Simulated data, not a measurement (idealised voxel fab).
Process module name: voxel released beams
For reference, the cross-section in this document is cut, with width 205 nm and square cells of 5 nm.
Reading order for cross-sections: top band down to bottom band. Underlying form: a grid of square cells. Band size: one or more rows of cells.
A band entry consists of two parts. The first gives the height of the band's top and the height of its bottom, in nm. The rest lists the band's materials from left to right, each with its width in nm. A single material labelled with the word "full width" fills the band from edge to edge, and the word "blank" marks empty space.
For the purposes of this specification, 0 denotes the height below which the wafer in its as-received condition is composed wholly of one material, and the lowermost band, lacking a lower limit, extends downward without end, as expressed in "from 0 down".
It should be noted that a width expressed as "30 to 40" varies in equal increments from row to row of cells within the band, taking the value of the first number at the top row and that of the second number at the bottom row.
Any step labelled "nothing got changed" changed none of the cells in the cross-section.
What "Closed internal cavities" gives you is every empty space of 8 cells or more that is cut off from the top. Each appears as width x height at distance, with the distance taken from the left edge and width, height and distance all in nm.
On each step's line, the part that comes after the settings is the simulator's own comment on the step.
overlay nm: where the mask lay relative to plan, measured to the right, on steps with a mask; negatives go left.

[This section lists the process steps that were planned]
- 1: RECEIVE: material Si
- 2: CONFORMAL_DEP: material SiN, thk nm 5
- 3: DIRECTIONAL_DEP: material SiO2, thk nm 15
- 4: PATTERN: tone open, mask id ANCHOR, material resist, width nm 35, thk nm 20, overlay nm 0
- 5: DIRECTIONAL_ETCH: etch materials SiO2, depth nm 15
- 6: STRIP: etch materials resist
- 7: CONFORMAL_DEP: material TiN, thk nm 15
- 8: PATTERN: tone cover, mask id BEAM, material resist, width nm 95, thk nm 15, overlay nm 0
- 9: DIRECTIONAL_ETCH: etch materials TiN, depth nm 15
- 10: STRIP: etch materials resist
- 11: STRIP: etch materials SiO2
Be aware that, although all wafers share a common starting state, the width nm at step 8 differs among them, and the plan displays the first wafer's value.

[Cross-section of the first incoming wafer of several, state after step 1]
	from 0 down | Si full width
	Closed internal cavities: none

[End-of-module cross-section, first of several wafers, after last step 11]
	from 35 to 20 | blank: 50 | TiN: 15 | blank: 5 | TiN: 75 | blank: 60
	from 20 to 5 | blank: 50 | TiN: 35 | blank: 120
	from 5 to 0 | SiN full width
	from 0 down | Si full width
	Closed internal cavities: none

[Cross-section, last wafer, module completion]
	from 35 to 20 | blank: 40 | TiN: 25 | blank: 5 | TiN: 90 | blank: 45
	from 20 to 5 | blank: 50 | TiN: 35 | blank: 120
	from 5 to 0 | SiN full width
	from 0 down | Si full width
	Closed internal cavities: none

[Note: the following table is arranged by wafer, a row apiece. Each row reports the end-of-module state: per material, cells gained (+) or cells lost (-) compared with the wafer as received; closed voids follow]
width nm 95 | +41 SiN | +75 TiN | Closed internal cavities: none
width nm 100 | +41 SiN | +78 TiN | Closed internal cavities: none
width nm 105 | +41 SiN | +81 TiN | Closed internal cavities: none
width nm 110 | +41 SiN | +84 TiN | Closed internal cavities: none
width nm 115 | +41 SiN | +87 TiN | Closed internal cavities: none
width nm 120 | +41 SiN | +90 TiN | Closed internal cavities: none
